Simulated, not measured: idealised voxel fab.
Presented below is a process module, voxel lift off.
Displayed cross-section: cut, width of 230 nm, square cells sized 5 nm.
Cross-section = grid of square cells, listed top down in bands; band = one or more rows.
For a band, the entry starts with two heights in nm, that of the top and then that of the bottom, and carries on with the band's materials in order from left to right, each alongside its width in nm; the word "everywhere" beside a single material means it fills the band edge to edge, and "air" means empty space.
The reference from which all heights are counted is 0, the level beneath which the as-received wafer is entirely one material; the lowest band, having no lower bound, proceeds downward and is written after the example "0 nm and below".
The notation "30..40" denotes a width that varies across the rows of cells in the band, beginning at the first number in the top row, finishing at the second number in the bottom row, and changing by an identical amount from each row to the next.
When a step is marked "identical to before", none of the cells in the cross-section changed during that step.
"Sealed void list" contains a list of empty spaces, each no smaller than 8 cells and without an open way to the top, written in the form width x height at distance with the distance from the left edge and all three in nm.
Past the settings on a step's line: simulator remark, on that step.
overlay nm: how far to the right of its planned place the mask lay on this masked step (negative: to the left).
STEPS PLANNED FOR THE PROCESS
1: RECEIVE [material Si]
2: CONFORMAL_DEP [material SiN] [thk nm 15]
3: PATTERN [tone open] [mask id LINES] [material resist] [width nm 25] [pitch nm 55] [thk nm 15] [overlay nm 0]
4: DIRECTIONAL_DEP [material Ru] [thk nm 5]
5: STRIP [etch materials resist]
6: CONFORMAL_DEP [material SiO2] [thk nm 5]
The wafers in this document start out alike and differ in the thk nm applied at step 6; the plan shows the value used for the first wafer.
RECEIVED CONDITION OF THE FIRST OF SEVERAL WAFERS, SECTIONED: POST-STEP 1
0 nm and below  Si everywhere
Sealed void list: none
END OF MODULE: CROSS-SECTION OF THE FIRST OF SEVERAL WAFERS AFTER STEP 6, THE LAST STEP
25 nm to 20 nm  air 40 | SiO2 35 | air 20 | SiO2 35 | air 20 | SiO2 35 | air 45
20 nm to 15 nm  SiO2 45 | Ru 25 | SiO2 30 | Ru 25 | SiO2 30 | Ru 25 | SiO2 50
15 nm to 0 nm  SiN everywhere
0 nm and below  Si everywhere
Sealed void list: none
CROSS-SECTION, LAST WAFER, MODULE COMPLETION
45 nm to 40 nm  air 20 | SiO2 185 | air 25
40 nm to 20 nm  SiO2 everywhere
20 nm to 15 nm  SiO2 45 | Ru 25 | SiO2 30 | Ru 25 | SiO2 30 | Ru 25 | SiO2 50
15 nm to 0 nm  SiN everywhere
0 nm and below  Si everywhere
Sealed void list: none
HEADS UP, THIS TABLE GOES WAFER BY WAFER. A ROW TELLS YOU, AT THE END OF THE MODULE, HOW MANY CELLS OF EACH MATERIAL THAT WAFER HAS PUT ON (+) OR DROPPED (-) SINCE IT WAS RECEIVED, AND THEN ITS CLOSED VOIDS
thk nm 5, +15 Ru, +138 SiN, +52 SiO2, Sealed void list: none
thk nm 10, +15 Ru, +138 SiN, +104 SiO2, Sealed void list: none
thk nm 15, +15 Ru, +138 SiN, +156 SiO2, Sealed void list: none
thk nm 20, +15 Ru, +138 SiN, +204 SiO2, Sealed void list: none
thk nm 25, +15 Ru, +138 SiN, +252 SiO2, Sealed void list: none
